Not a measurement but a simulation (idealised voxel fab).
process module | voxel transistor to metal
cross-section cut | 170 nm wide | cells 5 nm
A cross-section is a grid of square cells, given in bands from the top down. A band is one or more rows of cells.
Each band's line starts with the height of the band's top and of its bottom, in nm. Then come its materials from left to right, each with its width in nm. One material with "throughout" fills the band from edge to edge. "air" is empty space.
Height 0 is the level under which the wafer as received is all one material. The lowest band goes on downwards, as in "0 down".
A width such as "30 to 40" changes by the same amount from each row of cells to the next, from the band's top row to its bottom row.
"no change" after a step means that no cell of the cross-section changed.
closed voids: empty space of 8 cells or more with no open way to the top, each as width x height at its distance from the left edge, in nm
after a step's settings: what the simulator itself notes on the step
overlay nm, on a step with a mask: how far to the right of its planned place the mask lay; to the left if negative
plan
1 op RECEIVE | material Si
2 op OXIDIZE | depth nm 5
3 op CONFORMAL_DEP | material SiN | thk nm 15
4 op PATTERN | tone cover | mask id ACTIVE | material resist | width nm 110 | thk nm 15 | overlay nm 0
5 op DIRECTIONAL_ETCH | etch materials SiN | depth nm 15
6 op DIRECTIONAL_ETCH | etch materials SiO2 | depth nm 5
7 op DIRECTIONAL_ETCH | etch materials Si | depth nm 25
8 op STRIP | etch materials resist
9 op FILL_DEP | material SiO2 | thk nm 15
10 op CMP | height nm 15
11 op SELECTIVE_ETCH | etch materials SiO2 | depth nm 10
12 op STRIP | etch materials SiN
13 op SELECTIVE_ETCH | etch materials SiO2 | depth nm 5
14 op OXIDIZE | depth nm 5
15 op DIRECTIONAL_DEP | material polySi | thk nm 30
16 op DIRECTIONAL_DEP | material SiCN | thk nm 10
17 op MASKED_ETCH | tone cover | mask id GATE | width nm 20 | etch materials SiCN | depth nm 20 | overlay nm 0
18 op MASKED_ETCH | tone cover | mask id GATE | width nm 20 | etch materials polySi | depth nm 40 | overlay nm 0
19 op CONFORMAL_DEP | material SiO2 | thk nm 5
20 op DIRECTIONAL_ETCH | etch materials SiO2 | depth nm 5
21 op CONFORMAL_DEP | material SiN | thk nm 5
22 op DIRECTIONAL_ETCH | etch materials SiN | depth nm 5
23 op DIRECTIONAL_ETCH | etch materials SiO2 | depth nm 5
24 op DIRECTIONAL_ETCH | etch materials Si | depth nm 15
25 op EPI | material nSi | thk nm 20
26 op FILL_DEP | material SiO2 | thk nm 5
27 op CMP | height nm 35
28 op DIRECTIONAL_DEP | material SiO2 | thk nm 15
29 op PATTERN | tone open | mask id CONTACT | material resist | width nm 30 | pitch nm 60 | thk nm 15 | overlay nm 0
30 op DIRECTIONAL_ETCH | etch materials SiO2 | depth nm 40
31 op STRIP | etch materials resist
32 op CONFORMAL_DEP | material TiN | thk nm 5
33 op FILL_DEP | material W | thk nm 10
34 op CMP | height nm 50
35 op DIRECTIONAL_DEP | material TiN | thk nm 5
36 op DIRECTIONAL_DEP | material W | thk nm 15
37 op PATTERN | tone cover | mask id METAL_1 | material resist | width nm 20 | pitch nm 70 | thk nm 15 | overlay nm 0
38 op DIRECTIONAL_ETCH | etch materials W | depth nm 15
39 op DIRECTIONAL_ETCH | etch materials TiN | depth nm 5
40 op STRIP | etch materials resist
41 op CONFORMAL_DEP | material SiN | thk nm 5
42 op FILL_DEP | material lowk | thk nm 10
43 op CMP | height nm 70
44 op CONFORMAL_DEP | material SiCN | thk nm 5
45 op DIRECTIONAL_DEP | material lowk | thk nm 25
46 op DIRECTIONAL_DEP | material aC | thk nm 10
47 op PATTERN | tone open | mask id METAL_2_HOLES | material resist | width nm 15 | pitch nm 70 | thk nm 25 | overlay nm 0
48 op DIRECTIONAL_ETCH | etch materials aC | depth nm 10
49 op STRIP | etch materials resist
50 op DIRECTIONAL_ETCH | etch materials lowk | depth nm 25
51 op STRIP | etch materials aC
52 op MASKED_ETCH | tone open | mask id METAL_2 | width nm 20 | pitch nm 70 | etch materials lowk | depth nm 15 | overlay nm 0
53 op MASKED_ETCH | tone open | mask id METAL_2 | width nm 15 | pitch nm 70 | etch materials SiCN | depth nm 5 | overlay nm 0
54 op CONFORMAL_DEP | material TiN | thk nm 5
55 op FILL_DEP | material Cu | thk nm 10
56 op CMP | height nm 100
57 op CONFORMAL_DEP | material SiCN | thk nm 5
varied across the wafers: width nm of step 53. The plan shows the first wafer's value. All wafers start alike
first wafer as received, after step 1
  0 down: Si throughout
  closed voids: none
first wafer at the end, after step 57
  105 to 100: SiCN throughout
  100 to 90: lowk 40 | TiN 5 | Cu 10 | TiN 5 | lowk 50 | TiN 5 | Cu 10 | TiN 5 | lowk 40
  90 to 80: lowk 40 | TiN 5 | Cu 5 | TiN 10 to 5 | lowk 50 to 55 | TiN 5 | Cu 5 | TiN 10 to 5 | lowk 40 to 45
  80 to 75: lowk 40 | TiN 15 | lowk 55 | TiN 15 | lowk 45
  75 to 70: SiCN 45 | TiN 10 | SiCN 60 | TiN 10 | SiCN 45
  70 to 55: lowk 35 | SiN 5 | W 20 | SiN 5 | lowk 40 | SiN 5 | W 20 | SiN 5 | lowk 35
  55 to 50: SiN 40 | TiN 20 | SiN 50 | TiN 20 | SiN 40
  50 to 40: SiO2 40 | TiN 5 | W 20 | TiN 5 | SiO2 30 | TiN 5 | W 20 | TiN 5 | SiO2 40
  40 to 35: SiO2 40 | TiN 5 | W 15 | TiN 10 | SiO2 30 | TiN 10 | W 15 | TiN 5 | SiO2 40
  35 to 25: SiO2 40 | TiN 5 | W 15 | TiN 5 | SiN 5 | SiO2 5 | SiCN 20 | SiO2 5 | SiN 5 | TiN 5 | W 15 | TiN 5 | SiO2 40
  25 to 15: SiO2 40 | TiN 5 | W 15 | TiN 5 | SiN 5 | SiO2 5 | polySi 20 | SiO2 5 | SiN 5 | TiN 5 | W 15 | TiN 5 | SiO2 40
  15 to 10: SiO2 40 | TiN 25 | SiN 5 | SiO2 5 | polySi 20 | SiO2 5 | SiN 5 | TiN 25 | SiO2 40
  10 to 0: SiO2 25 | nSi 40 | SiN 5 | SiO2 5 | polySi 20 | SiO2 5 | SiN 5 | nSi 40 | SiO2 25
  0 to -5: SiO2 25 | nSi 5 | SiN 5 | nSi 30 | SiN 5 | SiO2 5 | polySi 20 | SiO2 5 | SiN 5 | nSi 30 | SiN 5 | nSi 5 | SiO2 25
  -5 to -10: SiO2 35 | nSi 30 | SiO2 40 | nSi 30 | SiO2 35
  -10 to -25: SiO2 30 | Si 5 | nSi 30 | Si 40 | nSi 30 | Si 5 | SiO2 30
  -25 to -30: SiO2 30 | Si 110 | SiO2 30
  -30 down: Si throughout
  closed voids: none
last wafer at the end
  105 to 100: SiCN throughout
  100 to 90: lowk 40 | TiN 5 | Cu 10 | TiN 5 | lowk 50 | TiN 5 | Cu 10 | TiN 5 | lowk 40
  90 to 85: lowk 40 | TiN 5 | Cu 5 | TiN 10 | lowk 50 | TiN 5 | Cu 5 | TiN 10 | lowk 40
  85 to 75: lowk 40 | TiN 5 | Cu 5 | TiN 5 | lowk 55 | TiN 5 | Cu 5 | TiN 5 | lowk 45
  75 to 70: SiCN 40 | TiN 15 | SiCN 55 | TiN 15 | SiCN 45
  70 to 55: lowk 35 | SiN 5 | W 20 | SiN 5 | lowk 40 | SiN 5 | W 20 | SiN 5 | lowk 35
  55 to 50: SiN 40 | TiN 20 | SiN 50 | TiN 20 | SiN 40
  50 to 40: SiO2 40 | TiN 5 | W 20 | TiN 5 | SiO2 30 | TiN 5 | W 20 | TiN 5 | SiO2 40
  40 to 35: SiO2 40 | TiN 5 | W 15 | TiN 10 | SiO2 30 | TiN 10 | W 15 | TiN 5 | SiO2 40
  35 to 25: SiO2 40 | TiN 5 | W 15 | TiN 5 | SiN 5 | SiO2 5 | SiCN 20 | SiO2 5 | SiN 5 | TiN 5 | W 15 | TiN 5 | SiO2 40
  25 to 15: SiO2 40 | TiN 5 | W 15 | TiN 5 | SiN 5 | SiO2 5 | polySi 20 | SiO2 5 | SiN 5 | TiN 5 | W 15 | TiN 5 | SiO2 40
  15 to 10: SiO2 40 | TiN 25 | SiN 5 | SiO2 5 | polySi 20 | SiO2 5 | SiN 5 | TiN 25 | SiO2 40
  10 to 0: SiO2 25 | nSi 40 | SiN 5 | SiO2 5 | polySi 20 | SiO2 5 | SiN 5 | nSi 40 | SiO2 25
  0 to -5: SiO2 25 | nSi 5 | SiN 5 | nSi 30 | SiN 5 | SiO2 5 | polySi 20 | SiO2 5 | SiN 5 | nSi 30 | SiN 5 | nSi 5 | SiO2 25
  -5 to -10: SiO2 35 | nSi 30 | SiO2 40 | nSi 30 | SiO2 35
  -10 to -25: SiO2 30 | Si 5 | nSi 30 | Si 40 | nSi 30 | Si 5 | SiO2 30
  -25 to -30: SiO2 30 | Si 110 | SiO2 30
  -30 down: Si throughout
  closed voids: none
each wafer at the end: cells of each material gained (+) or lost (-) since it was received, then its closed voids
width nm 15 | +12 Cu | -152 Si | +72 SiCN | +56 SiN | +262 SiO2 | +76 TiN | +70 W | +200 lowk | +94 nSi | +24 polySi | closed voids: none
width nm 20 | +14 Cu | -152 Si | +70 SiCN | +56 SiN | +262 SiO2 | +76 TiN | +70 W | +200 lowk | +94 nSi | +24 polySi | closed voids: none
width nm 25 | +14 Cu | -152 Si | +70 SiCN | +56 SiN | +262 SiO2 | +76 TiN | +70 W | +200 lowk | +94 nSi | +24 polySi | closed voids: none
width nm 30 | +14 Cu | -152 Si | +70 SiCN | +56 SiN | +262 SiO2 | +76 TiN | +70 W | +200 lowk | +94 nSi | +24 polySi | closed voids: none
width nm 35 | +14 Cu | -152 Si | +70 SiCN | +56 SiN | +262 SiO2 | +76 TiN | +70 W | +200 lowk | +94 nSi | +24 polySi | closed voids: none
